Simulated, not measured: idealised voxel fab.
process module | voxel gate over fins
cross-section cut | 165 nm wide | cells 5 nm
A cross-section is a grid of square cells, given in bands from the top down. A band is one or more rows of cells.
Each band's line starts with the height of the band's top and of its bottom, in nm. Then come its materials from left to right, each with its width in nm. One material with "throughout" fills the band from edge to edge. "air" is empty space.
Height 0 is the level under which the wafer as received is all one material. The lowest band goes on downwards, as in "0 down".
A width such as "30 to 40" changes by the same amount from each row of cells to the next, from the band's top row to its bottom row.
"no change" after a step means that no cell of the cross-section changed.
closed voids: empty space of 8 cells or more with no open way to the top, each as width x height at its distance from the left edge, in nm
after a step's settings: what the simulator itself notes on the step
overlay nm, on a step with a mask: how far to the right of its planned place the mask lay; to the left if negative
plan
1 op RECEIVE | material Si
2 op CONFORMAL_DEP | material SiN | thk nm 5
3 op PATTERN | tone cover | mask id FINS | material resist | width nm 15 | pitch nm 45 | thk nm 20 | overlay nm 0
4 op DIRECTIONAL_ETCH | etch materials SiN | depth nm 5
5 op DIRECTIONAL_ETCH | etch materials Si | depth nm 30
6 op STRIP | etch materials resist
7 op FILL_DEP | material SiO2 | thk nm 15
8 op CMP | height nm 5
9 op SELECTIVE_ETCH | etch materials SiO2 | depth nm 20
10 op STRIP | etch materials SiN
11 op CONFORMAL_DEP | material HfO2 | thk nm 5
12 op CONFORMAL_DEP | material TiN | thk nm 5
13 op CONFORMAL_DEP | material TiAl | thk nm 5
14 op CONFORMAL_DEP | material TiN | thk nm 5
15 op FILL_DEP | material W | thk nm 10
16 op CMP | height nm 25
17 op CONFORMAL_DEP | material SiCN | thk nm 10
as received, after step 1
  0 down: Si throughout
  closed voids: none
first wafer at the end, as planned
  35 to 25: SiCN throughout
  25 to 20: W throughout
  20 to 15: W 30 | TiN 100 | W 35
  15 to 10: W 30 | TiN 5 | TiAl 90 | TiN 5 | W 35
  10 to 5: W 30 | TiN 5 | TiAl 5 | TiN 35 | TiAl 10 | TiN 35 | TiAl 5 | TiN 5 | W 35
  5 to 0: TiN 35 | TiAl 5 | TiN 5 | HfO2 25 | TiN 5 | TiAl 10 | TiN 5 | HfO2 25 | TiN 5 | TiAl 5 | TiN 40
  0 to -5: TiAl 40 | TiN 5 | HfO2 5 | Si 15 | HfO2 5 | TiN 5 | TiAl 10 | TiN 5 | HfO2 5 | Si 15 | HfO2 5 | TiN 5 | TiAl 45
  -5 to -10: TiN 45 | HfO2 5 | Si 15 | HfO2 5 | TiN 20 | HfO2 5 | Si 15 | HfO2 5 | TiN 50
  -10 to -15: HfO2 50 | Si 15 | HfO2 30 | Si 15 | HfO2 55
  -15 to -30: SiO2 50 | Si 15 | SiO2 30 | Si 15 | SiO2 55
  -30 down: Si throughout
  closed voids: none
second wafer at the end: like start, like plan, one mistake
  35 to 25: SiCN throughout
  25 to 15: W throughout
  15 to 5: W 35 | TiN 90 | W 40
  5 to 0: W 35 | TiN 10 | HfO2 25 | TiN 20 | HfO2 25 | TiN 10 | W 40
  0 to -10: TiN 45 | HfO2 5 | Si 15 | HfO2 5 | TiN 20 | HfO2 5 | Si 15 | HfO2 5 | TiN 50
  -10 to -15: HfO2 50 | Si 15 | HfO2 30 | Si 15 | HfO2 55
  -15 to -30: SiO2 50 | Si 15 | SiO2 30 | Si 15 | SiO2 55
  -30 down: Si throughout
  closed voids: none
what went wrong: step 13 was left out
at the end the second wafer has, in cells: 45 fewer of TiAl | 6 more of TiN | 39 more of W
